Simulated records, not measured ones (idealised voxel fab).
The process module that follows is named voxel tone inversion.
For reference, the cross-section in this document is cut, with width 240 nm and square cells of 5 nm.
Reading order for cross-sections: top band down to bottom band. Underlying form: a grid of square cells. Band size: one or more rows of cells. Per band: top height and bottom height in nm, followed by the left-to-right materials and their widths in nm; "edge to edge" marks a single material spanning edge to edge, "empty" marks empty space. For the purposes of this specification, 0 denotes the height below which the wafer in its as-received condition is composed wholly of one material, and the lowermost band, lacking a lower limit, extends downward without end, as expressed in "from 0 down". Top row gets the first number, bottom row gets the second, and each row in between changes by the same step: that is how a band width like "30 to 40" works. Basically "nothing changed" means that step didn't change any cell in the cross-section. Listed in "Catalogued sealed voids": every empty space of 8 or more cells without an open way to the top. Form: width x height at distance, the distance being from the left edge, all in nm. Step line, after settings: the simulator's comment on this step. A step line may carry the setting "overlay nm", which, for steps involving a mask, states the distance by which the mask lay to the right of its intended position; negative values denote displacement to the left.

The following list gives the planned process steps:
1) RECEIVE: material Si
2) CONFORMAL_DEP: material SiN, thk nm 10
3) DIRECTIONAL_DEP: material aC, thk nm 15
4) PATTERN: tone cover, mask id POSTS, material resist, width nm 25, pitch nm 40, thk nm 25, overlay nm 0
5) DIRECTIONAL_ETCH: etch materials aC, depth nm 15
6) STRIP: etch materials resist
7) FILL_DEP: material lowk, thk nm 5
8) CMP: height nm 25
9) STRIP: etch materials aC
10) CONFORMAL_DEP: material TiN, thk nm 5
11) FILL_DEP: material Cu, thk nm 5
12) CMP: height nm 25
13) CONFORMAL_DEP: material SiN, thk nm 5

As received, after step 1:
  from 0 down: Si edge to edge
  Catalogued sealed voids: none

Here's the wafer cut in cross-section after the module, started and planned just like above, except one thing was done wrong in the run:
  from 35 to 30: SiN edge to edge
  from 30 to 25: TiN: 70, then Cu: 15, then TiN: 25, then Cu: 15, then TiN: 25, then Cu: 15, then TiN: 75
  from 25 to 15: lowk: 65, then TiN: 5, then Cu: 15, then TiN: 5, then lowk: 15, then TiN: 5, then Cu: 15, then TiN: 5, then lowk: 15, then TiN: 5, then Cu: 15, then TiN: 5, then lowk: 70
  from 15 to 10: lowk: 65, then TiN: 25, then lowk: 15, then TiN: 25, then lowk: 15, then TiN: 25, then lowk: 70
  from 10 to 0: SiN edge to edge
  from 0 down: Si edge to edge
  Catalogued sealed voids: none
What broke from the plan during processing? the process deviated at step 12: the operation and settings actually run there were CMP: height nm 30
